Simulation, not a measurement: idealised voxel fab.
process module | voxel double patterning
cross-section cut | 245 nm wide | cells 5 nm
A cross-section is a grid of square cells, given in bands from the top down. A band is one or more rows of cells.
Each band's line starts with the height of the band's top and of its bottom, in nm. Then come its materials from left to right, each with its width in nm. One material with "throughout" fills the band from edge to edge. "air" is empty space.
Height 0 is the level under which the wafer as received is all one material. The lowest band goes on downwards, as in "0 down".
A width such as "30 to 40" changes by the same amount from each row of cells to the next, from the band's top row to its bottom row.
"no change" after a step means that no cell of the cross-section changed.
closed voids: empty space of 8 cells or more with no open way to the top, each as width x height at its distance from the left edge, in nm
after a step's settings: what the simulator itself notes on the step
overlay nm, on a step with a mask: how far to the right of its planned place the mask lay; to the left if negative
plan
1 op RECEIVE | material Si
2 op CONFORMAL_DEP | material SiO2 | thk nm 5
3 op DIRECTIONAL_DEP | material polySi | thk nm 15
4 op DIRECTIONAL_DEP | material SiN | thk nm 5
5 op DIRECTIONAL_DEP | material aC | thk nm 10
6 op PATTERN | tone open | mask id FIRST | material resist | width nm 15 | pitch nm 50 | thk nm 30 | overlay nm 0
7 op DIRECTIONAL_ETCH | etch materials aC | depth nm 10
8 op STRIP | etch materials resist
9 op DIRECTIONAL_ETCH | etch materials SiN | depth nm 5
10 op STRIP | etch materials aC
11 op PATTERN | tone open | mask id SECOND | material resist | width nm 15 | thk nm 20 | overlay nm 0
12 op DIRECTIONAL_ETCH | etch materials SiN | depth nm 5
13 op STRIP | etch materials resist
14 op DIRECTIONAL_ETCH | etch materials polySi | depth nm 15
15 op STRIP | etch materials SiN
as received, after step 1
  0 down: Si throughout
  closed voids: none
first wafer at the end, as planned
  20 to 5: polySi 90 | air 15 | polySi 10 | air 15 | polySi 10 | air 15 | polySi 90
  5 to 0: SiO2 throughout
  0 down: Si throughout
  closed voids: none
second wafer at the end: like start, like plan, one mistake
  20 to 15: SiO2 throughout
  15 to 0: polySi throughout
  0 down: Si throughout
  closed voids: none
what went wrong: steps 2 and 3 were swapped
at the end the second wafer has, in cells: 27 more of polySi
